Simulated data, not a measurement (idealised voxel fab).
Title: Process Module voxel wiring stack
The figure presents cross-section cut, which has a width of 260 nm and is divided into square cells with an edge length of 5 nm.
Cross-section, as written here: a square-cell grid given band by band from the top down, where a band holds one or more rows of cells.
Read a band's entry like this: the first values are the height of its top and the height of its bottom in nm, and what follows is the sequence of materials from left to right, each with its width in nm. Note that "empty" is empty space, and that a single material marked "everywhere" reaches across the band from edge to edge.
Zero point of the height axis is 0; under it, received wafer = one material. Lowest band: continues down indefinitely, "0..down".
The two numbers in a width such as "30->40" mark its ends across the band: the first belongs to the top row of cells, the second to the bottom row, and from each row to the next the width moves by the same amount.
What does "remained the same" mean for a step? It means no cell of the cross-section changed in that step.
"Enclosed void inventory": empty spaces of 8 cells or more with no open way to the top, each given as width x height at distance, distance from the left edge, all in nm.
Step line, after settings: the simulator's comment on this step.
overlay nm: on a step with a mask, how far right of its planned place the mask lay; negative means left.

Below is the list of planned process steps:
step 1: op RECEIVE | material Si
step 2: op CONFORMAL_DEP | material SiO2 | thk nm 15
step 3: op CONFORMAL_DEP | material SiCN | thk nm 5
step 4: op DIRECTIONAL_DEP | material lowk | thk nm 25
step 5: op PATTERN | tone open | mask id METAL_1 | material resist | width nm 25 | pitch nm 40 | thk nm 15 | overlay nm 0
step 6: op DIRECTIONAL_ETCH | etch materials lowk | depth nm 25
step 7: op DIRECTIONAL_ETCH | etch materials SiCN | depth nm 5
step 8: op STRIP | etch materials resist
step 9: op CONFORMAL_DEP | material TiN | thk nm 5
step 10: op FILL_DEP | material Cu | thk nm 10
step 11: op CMP | height nm 45
step 12: op CONFORMAL_DEP | material SiCN | thk nm 5
step 13: op DIRECTIONAL_DEP | material lowk | thk nm 35
step 14: op PATTERN | tone open | mask id METAL_2_HOLES | material resist | width nm 15 | pitch nm 40 | thk nm 15 | overlay nm 0
step 15: op DIRECTIONAL_ETCH | etch materials lowk | depth nm 35
step 16: op STRIP | etch materials resist
step 17: op MASKED_ETCH | tone open | mask id METAL_2 | width nm 25 | pitch nm 40 | etch materials lowk | depth nm 20 | overlay nm 0
step 18: op MASKED_ETCH | tone open | mask id METAL_2 | width nm 25 | pitch nm 40 | etch materials SiCN | depth nm 5 | overlay nm 0
step 19: op CONFORMAL_DEP | material TiN | thk nm 5
step 20: op FILL_DEP | material Ru | thk nm 5
step 21: op CMP | height nm 85
step 22: op CONFORMAL_DEP | material SiCN | thk nm 5
step 23: op DIRECTIONAL_DEP | material lowk | thk nm 35
step 24: op DIRECTIONAL_DEP | material aC | thk nm 10
step 25: op PATTERN | tone open | mask id METAL_3 | material resist | width nm 25 | pitch nm 40 | thk nm 30 | overlay nm 0
step 26: op DIRECTIONAL_ETCH | etch materials aC | depth nm 10
step 27: op STRIP | etch materials resist
step 28: op DIRECTIONAL_ETCH | etch materials lowk | depth nm 20
step 29: op STRIP | etch materials aC
step 30: op DIRECTIONAL_DEP | material aC | thk nm 10
step 31: op PATTERN | tone open | mask id METAL_3_HOLES | material resist | width nm 15 | pitch nm 80 | thk nm 30 | overlay nm 0
step 32: op DIRECTIONAL_ETCH | etch materials aC | depth nm 10
step 33: op STRIP | etch materials resist
step 34: op DIRECTIONAL_ETCH | etch materials lowk | depth nm 15
step 35: op DIRECTIONAL_ETCH | etch materials SiCN | depth nm 5
step 36: op STRIP | etch materials aC
step 37: op CONFORMAL_DEP | material TiN | thk nm 5
step 38: op FILL_DEP | material Cu | thk nm 10
step 39: op CMP | height nm 125
step 40: op CONFORMAL_DEP | material SiCN | thk nm 5
step 41: op DIRECTIONAL_DEP | material lowk | thk nm 35
step 42: op PATTERN | tone open | mask id METAL_4_HOLES | material resist | width nm 15 | pitch nm 40 | thk nm 20 | overlay nm 0
step 43: op DIRECTIONAL_ETCH | etch materials lowk | depth nm 35
step 44: op STRIP | etch materials resist
step 45: op DIRECTIONAL_DEP | material aC | thk nm 10
step 46: op PATTERN | tone open | mask id METAL_4 | material resist | width nm 25 | pitch nm 40 | thk nm 30 | overlay nm 0
step 47: op DIRECTIONAL_ETCH | etch materials aC | depth nm 10
step 48: op STRIP | etch materials resist
step 49: op DIRECTIONAL_ETCH | etch materials lowk | depth nm 20
step 50: op DIRECTIONAL_ETCH | etch materials SiCN | depth nm 5
step 51: op STRIP | etch materials aC
step 52: op CONFORMAL_DEP | material TiN | thk nm 5
step 53: op FILL_DEP | material Cu | thk nm 10
step 54: op CMP | height nm 165
step 55: op CONFORMAL_DEP | material SiCN | thk nm 5

Delivered wafer in cross-section: state after step 1:
* 0..down | Si everywhere
* Enclosed void inventory: none

End state of the module in cross-section, given the above starting point and plan and one mistake in execution:
* 170..165 | SiCN everywhere
* 165..150 | 75 nm lowk  5 nm TiN  15 nm Cu  5 nm TiN  15 nm lowk  5 nm TiN  15 nm Cu  5 nm TiN  15 nm lowk  5 nm TiN  15 nm Cu  5 nm TiN  80 nm lowk
* 150..145 | 75 nm lowk  5 nm TiN  5 nm Cu  15 nm TiN  15 nm lowk  5 nm TiN  5 nm Cu  15 nm TiN  15 nm lowk  5 nm TiN  5 nm Cu  15 nm TiN  80 nm lowk
* 145..130 | 75 nm lowk  5 nm TiN  5 nm Cu  5 nm TiN  25 nm lowk  5 nm TiN  5 nm Cu  5 nm TiN  25 nm lowk  5 nm TiN  5 nm Cu  5 nm TiN  90 nm lowk
* 130..125 | 75 nm SiCN  15 nm TiN  25 nm SiCN  15 nm TiN  25 nm SiCN  15 nm TiN  90 nm SiCN
* 125..120 | 80 nm TiN  15 nm Cu  25 nm TiN  15 nm Cu  25 nm TiN  15 nm Cu  85 nm TiN
* 120..105 | 75 nm lowk  5 nm TiN  15 nm Cu  5 nm TiN  15 nm lowk  5 nm TiN  15 nm Cu  5 nm TiN  15 nm lowk  5 nm TiN  15 nm Cu  5 nm TiN  80 nm lowk
* 105..100 | 75 nm lowk  5 nm TiN  5 nm Cu  15 nm TiN  15 nm lowk  25 nm TiN  15 nm lowk  5 nm TiN  5 nm Cu  15 nm TiN  80 nm lowk
* 100..85 | 75 nm lowk  5 nm TiN  5 nm Cu  5 nm TiN  65 nm lowk  5 nm TiN  5 nm Cu  5 nm TiN  90 nm lowk
* 85..80 | 75 nm SiCN  15 nm TiN  65 nm SiCN  15 nm TiN  90 nm SiCN
* 80..70 | 75 nm lowk  5 nm TiN  15 nm Ru  5 nm TiN  15 nm lowk  5 nm TiN  15 nm Ru  5 nm TiN  15 nm lowk  5 nm TiN  15 nm Ru  5 nm TiN  80 nm lowk
* 70..65 | 75 nm lowk  5 nm TiN  5 nm Ru  15 nm TiN  15 nm lowk  5 nm TiN  5 nm Ru  15 nm TiN  15 nm lowk  5 nm TiN  5 nm Ru  15 nm TiN  80 nm lowk
* 65..50 | 75 nm lowk  5 nm TiN  5 nm Ru  5 nm TiN  25 nm lowk  5 nm TiN  5 nm Ru  5 nm TiN  25 nm lowk  5 nm TiN  5 nm Ru  5 nm TiN  90 nm lowk
* 50..45 | 75 nm SiCN  15 nm TiN  25 nm SiCN  15 nm TiN  25 nm SiCN  15 nm TiN  90 nm SiCN
* 45..20 | 75 nm lowk  5 nm TiN  15 nm Cu  5 nm TiN  15 nm lowk  5 nm TiN  15 nm Cu  5 nm TiN  15 nm lowk  5 nm TiN  15 nm Cu  5 nm TiN  80 nm lowk
* 20..15 | 75 nm SiCN  25 nm TiN  15 nm SiCN  25 nm TiN  15 nm SiCN  25 nm TiN  80 nm SiCN
* 15..0 | SiO2 everywhere
* 0..down | Si everywhere
* Enclosed void inventory: none
Short version of what went wrong: the process deviated at step 21: the operation and settings actually run there were op CMP | height nm 80
